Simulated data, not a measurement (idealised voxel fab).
process module | voxel wiring stack
cross-section cut | 175 nm wide | cells 5 nm
A cross-section is a grid of square cells, given in bands from the top down. A band is one or more rows of cells.
Each band's line starts with the height of the band's top and of its bottom, in nm. Then come its materials from left to right, each with its width in nm. One material with "throughout" fills the band from edge to edge. "air" is empty space.
Height 0 is the level under which the wafer as received is all one material. The lowest band goes on downwards, as in "0 down".
A width such as "30 to 40" changes by the same amount from each row of cells to the next, from the band's top row to its bottom row.
"no change" after a step means that no cell of the cross-section changed.
closed voids: empty space of 8 cells or more with no open way to the top, each as width x height at its distance from the left edge, in nm
after a step's settings: what the simulator itself notes on the step
overlay nm, on a step with a mask: how far to the right of its planned place the mask lay; to the left if negative
plan
1 op RECEIVE | material Si
2 op CONFORMAL_DEP | material SiO2 | thk nm 15
3 op DIRECTIONAL_DEP | material TiN | thk nm 5
4 op DIRECTIONAL_DEP | material W | thk nm 15
5 op DIRECTIONAL_DEP | material aC | thk nm 10
6 op PATTERN | tone cover | mask id METAL_1 | material resist | width nm 25 | pitch nm 55 | thk nm 25 | overlay nm 0
7 op DIRECTIONAL_ETCH | etch materials aC | depth nm 10
8 op STRIP | etch materials resist
9 op DIRECTIONAL_ETCH | etch materials W | depth nm 15
10 op DIRECTIONAL_ETCH | etch materials TiN | depth nm 5
11 op STRIP | etch materials aC
12 op CONFORMAL_DEP | material SiCN | thk nm 5
13 op FILL_DEP | material SiO2 | thk nm 5
14 op CMP | height nm 35
15 op CONFORMAL_DEP | material SiCN | thk nm 5
16 op DIRECTIONAL_DEP | material lowk | thk nm 30
17 op MASKED_ETCH | tone open | mask id METAL_2_HOLES | width nm 15 | etch materials lowk | depth nm 30 | overlay nm 0
18 op MASKED_ETCH | tone open | mask id METAL_2 | width nm 25 | pitch nm 55 | etch materials lowk | depth nm 20 | overlay nm 0
19 op MASKED_ETCH | tone open | mask id METAL_2 | width nm 15 | pitch nm 55 | etch materials SiCN | depth nm 5 | overlay nm 0
20 op CONFORMAL_DEP | material TiN | thk nm 5
21 op FILL_DEP | material Cu | thk nm 10
22 op CMP | height nm 70
23 op CONFORMAL_DEP | material SiN | thk nm 5
varied across the wafers: width nm of step 19. The plan shows the first wafer's value. All wafers start alike
first wafer as received, after step 1
  0 down: Si throughout
  closed voids: none
first wafer at the end, after step 23
  75 to 70: SiN throughout
  70 to 55: lowk 45 | TiN 5 | Cu 15 | TiN 5 | lowk 30 | TiN 5 | Cu 15 | TiN 5 | lowk 50
  55 to 50: lowk 45 | TiN 5 | Cu 5 | TiN 15 | lowk 30 | TiN 25 | lowk 50
  50 to 45: lowk 45 | TiN 5 | Cu 5 | TiN 5 | lowk 115
  45 to 40: lowk 45 | TiN 15 | lowk 115
  40 to 35: SiCN 50 | TiN 10 | SiCN 115
  35 to 20: SiO2 40 | SiCN 5 | W 25 | SiCN 5 | SiO2 20 | SiCN 5 | W 25 | SiCN 5 | SiO2 45
  20 to 15: SiCN 45 | TiN 25 | SiCN 30 | TiN 25 | SiCN 50
  15 to 0: SiO2 throughout
  0 down: Si throughout
  closed voids: none
last wafer at the end
  75 to 70: SiN throughout
  70 to 55: lowk 45 | TiN 5 | Cu 15 | TiN 5 | lowk 30 | TiN 5 | Cu 15 | TiN 5 | lowk 50
  55 to 50: lowk 45 | TiN 5 | Cu 5 | TiN 15 | lowk 30 | TiN 25 | lowk 50
  50 to 40: lowk 45 | TiN 5 | Cu 5 | TiN 5 | lowk 115
  40 to 35: SiCN 45 | TiN 15 | SiCN 115
  35 to 20: SiO2 40 | SiCN 5 | W 25 | SiCN 5 | SiO2 20 | SiCN 5 | W 25 | SiCN 5 | SiO2 45
  20 to 15: SiCN 45 | TiN 25 | SiCN 30 | TiN 25 | SiCN 50
  15 to 0: SiO2 throughout
  0 down: Si throughout
  closed voids: none
each wafer at the end: cells of each material gained (+) or lost (-) since it was received, then its closed voids
width nm 15 | +20 Cu | +70 SiCN | +35 SiN | +168 SiO2 | +38 TiN | +30 W | +164 lowk | closed voids: none
width nm 20 | +20 Cu | +70 SiCN | +35 SiN | +168 SiO2 | +38 TiN | +30 W | +164 lowk | closed voids: none
width nm 25 | +21 Cu | +69 SiCN | +35 SiN | +168 SiO2 | +38 TiN | +30 W | +164 lowk | closed voids: none
width nm 30 | +21 Cu | +69 SiCN | +35 SiN | +168 SiO2 | +38 TiN | +30 W | +164 lowk | closed voids: none
width nm 35 | +21 Cu | +69 SiCN | +35 SiN | +168 SiO2 | +38 TiN | +30 W | +164 lowk | closed voids: none
width nm 40 | +21 Cu | +69 SiCN | +35 SiN | +168 SiO2 | +38 TiN | +30 W | +164 lowk | closed voids: none
